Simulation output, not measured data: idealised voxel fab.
Process module name: voxel transistor to metal
Displayed cross-section: cut, width of 215 nm, square cells sized 5 nm.
In what follows, cross-sections appear as grids of square cells, described through bands that run from the top down, where every band is one or more rows of cells. Quick guide to a band line: top height, bottom height (nm) up front; then every material left to right with its width in nm. Only one material and it's marked "edge to edge"? Then it fills the band edge to edge. And "blank" just means empty space. Basically, 0 is our baseline, since under it the wafer straight out of the box is all one material. The bottom band has no lower end and keeps on going down, so it looks like "top 0, no bottom". Per-row width for "30..40": begins at first number (top row of band), ends at second number (bottom row), increment between rows held constant. "left unchanged" -> step changed no cross-section cell. Basically, "Non-vented voids" tells you about the enclosed voids: empty spaces with no open way to the top, 8 cells or bigger, each written width x height at distance, where distance is from the left edge, all in nm. If you see something after the settings on a step's line, that's the simulator's own remark about that step. What "overlay nm" on a step's line means: if the step has a mask, that mask lay this far to the right of its planned place, or, when the value is negative, to the left.
[Process steps - plan]
step 1: RECEIVE [material Si]
step 2: OXIDIZE [depth nm 5]
step 3: CONFORMAL_DEP [material SiN] [thk nm 10]
step 4: MASKED_ETCH [tone cover] [mask id ACTIVE] [width nm 125] [etch materials SiN] [depth nm 10] [overlay nm 0]
step 5: MASKED_ETCH [tone cover] [mask id ACTIVE] [width nm 125] [etch materials SiO2] [depth nm 5] [overlay nm 0]
step 6: MASKED_ETCH [tone cover] [mask id ACTIVE] [width nm 125] [etch materials Si] [depth nm 20] [overlay nm 0]
step 7: FILL_DEP [material SiO2] [thk nm 5]
step 8: CMP [height nm 10]
step 9: SELECTIVE_ETCH [etch materials SiO2] [depth nm 10]
step 10: STRIP [etch materials SiN]
step 11: SELECTIVE_ETCH [etch materials SiO2] [depth nm 5]
step 12: OXIDIZE [depth nm 5]
step 13: DIRECTIONAL_DEP [material polySi] [thk nm 20]
step 14: DIRECTIONAL_DEP [material SiCN] [thk nm 15]
step 15: DIRECTIONAL_DEP [material aC] [thk nm 15]
step 16: PATTERN [tone cover] [mask id GATE] [material resist] [width nm 35] [thk nm 35] [overlay nm 0]
step 17: DIRECTIONAL_ETCH [etch materials aC] [depth nm 15]
step 18: STRIP [etch materials resist]
step 19: DIRECTIONAL_ETCH [etch materials SiCN] [depth nm 25]
step 20: DIRECTIONAL_ETCH [etch materials polySi] [depth nm 30]
step 21: STRIP [etch materials aC]
step 22: CONFORMAL_DEP [material SiO2] [thk nm 5]
step 23: DIRECTIONAL_ETCH [etch materials SiO2] [depth nm 5]
step 24: CONFORMAL_DEP [material SiN] [thk nm 10]
step 25: DIRECTIONAL_ETCH [etch materials SiN] [depth nm 10]
step 26: DIRECTIONAL_ETCH [etch materials SiO2] [depth nm 5]
step 27: DIRECTIONAL_ETCH [etch materials Si] [depth nm 5]
step 28: EPI [material pSi] [thk nm 5]
step 29: FILL_DEP [material SiO2] [thk nm 10]
step 30: CMP [height nm 15]
step 31: STRIP [etch materials polySi]
step 32: SELECTIVE_ETCH [etch materials SiO2] [depth nm 5]
step 33: CONFORMAL_DEP [material HfO2] [thk nm 5]
step 34: CONFORMAL_DEP [material TiN] [thk nm 5]
step 35: FILL_DEP [material W] [thk nm 10]
step 36: CMP [height nm 10]
step 37: DIRECTIONAL_DEP [material SiO2] [thk nm 10]
step 38: PATTERN [tone open] [mask id CONTACT] [material resist] [width nm 20] [pitch nm 85] [thk nm 15] [overlay nm 0]
step 39: DIRECTIONAL_ETCH [etch materials SiO2] [depth nm 30]
step 40: STRIP [etch materials resist]
step 41: CONFORMAL_DEP [material TiN] [thk nm 5]
step 42: FILL_DEP [material Ru] [thk nm 5]
step 43: CMP [height nm 20]
step 44: DIRECTIONAL_DEP [material TiN] [thk nm 5]
step 45: DIRECTIONAL_DEP [material W] [thk nm 15]
step 46: DIRECTIONAL_DEP [material aC] [thk nm 15]
step 47: PATTERN [tone cover] [mask id METAL_1] [material resist] [width nm 20] [pitch nm 85] [thk nm 35] [overlay nm 0]
step 48: DIRECTIONAL_ETCH [etch materials aC] [depth nm 15]
step 49: STRIP [etch materials resist]
step 50: DIRECTIONAL_ETCH [etch materials W] [depth nm 15]
step 51: DIRECTIONAL_ETCH [etch materials TiN] [depth nm 5]
step 52: STRIP [etch materials aC]
step 53: FILL_DEP [material lowk] [thk nm 10]
step 54: CMP [height nm 40]
step 55: CONFORMAL_DEP [material SiCN] [thk nm 5]
[Step 1 complete: cross-section of the wafer as received]
> top 0, no bottom | Si edge to edge
> Non-vented voids: none
[End-of-module XS, first of two wafers, run as planned]
> top 45, bottom 40 | SiCN edge to edge
> top 40, bottom 25 | lowk (55); W (20); lowk (65); W (20); lowk (55)
> top 25, bottom 20 | lowk (55); TiN (20); lowk (65); TiN (20); lowk (55)
> top 20, bottom 10 | SiO2 (55); TiN (5); Ru (10); TiN (5); SiO2 (65); TiN (5); Ru (10); TiN (5); SiO2 (55)
> top 10, bottom 0 | SiO2 (55); TiN (5); Ru (10); TiN (5); SiN (10); HfO2 (5); TiN (5); W (25); TiN (5); HfO2 (5); SiN (10); TiN (5); Ru (10); TiN (5); SiO2 (55)
> top 0, bottom -5 | SiO2 (55); TiN (5); Ru (5); TiN (10); SiN (10); HfO2 (5); TiN (35); HfO2 (5); SiN (10); TiN (10); Ru (5); TiN (5); SiO2 (55)
> top -5, bottom -10 | SiO2 (55); TiN (15); pSi (5); SiO2 (10); HfO2 (45); SiO2 (10); pSi (5); TiN (15); SiO2 (55)
> top -10, bottom -15 | SiO2 (45); pSi (30); Si (65); pSi (30); SiO2 (45)
> top -15, bottom -25 | SiO2 (45); Si (125); SiO2 (45)
> top -25, no bottom | Si edge to edge
> Non-vented voids: none
[Cross-section, second wafer: same start as the first, same plan as the first, one mistake in running it; taken at the end of the module]
> top 45, bottom 40 | SiCN edge to edge
> top 40, bottom 25 | lowk (55); W (20); lowk (65); W (20); lowk (55)
> top 25, bottom 20 | lowk (55); TiN (20); lowk (65); TiN (20); lowk (55)
> top 20, bottom 10 | SiO2 (55); TiN (5); Ru (10); TiN (5); SiO2 (65); TiN (5); Ru (10); TiN (5); SiO2 (55)
> top 10, bottom 0 | SiO2 (55); TiN (5); Ru (10); TiN (5); SiN (10); HfO2 (5); TiN (5); W (25); TiN (5); HfO2 (5); SiN (10); TiN (5); Ru (10); TiN (5); SiO2 (55)
> top 0, bottom -5 | SiO2 (55); TiN (5); Ru (5); TiN (10); SiN (10); HfO2 (5); TiN (35); HfO2 (5); SiN (10); TiN (10); Ru (5); TiN (5); SiO2 (55)
> top -5, bottom -10 | SiO2 (55); TiN (15); pSi (5); SiO2 (10); HfO2 (45); SiO2 (10); pSi (5); TiN (15); SiO2 (55)
> top -10, bottom -15 | SiO2 (45); pSi (30); Si (65); pSi (30); SiO2 (45)
> top -15, bottom -45 | SiO2 (45); Si (125); SiO2 (45)
> top -45, no bottom | Si edge to edge
> Non-vented voids: none
Which mistake was made when the wafer was run? step 6 of the plan saw execution twice
Final wafer comparison in cells, second versus first, more or fewer per material: Si: 72 fewer, SiO2: 72 more
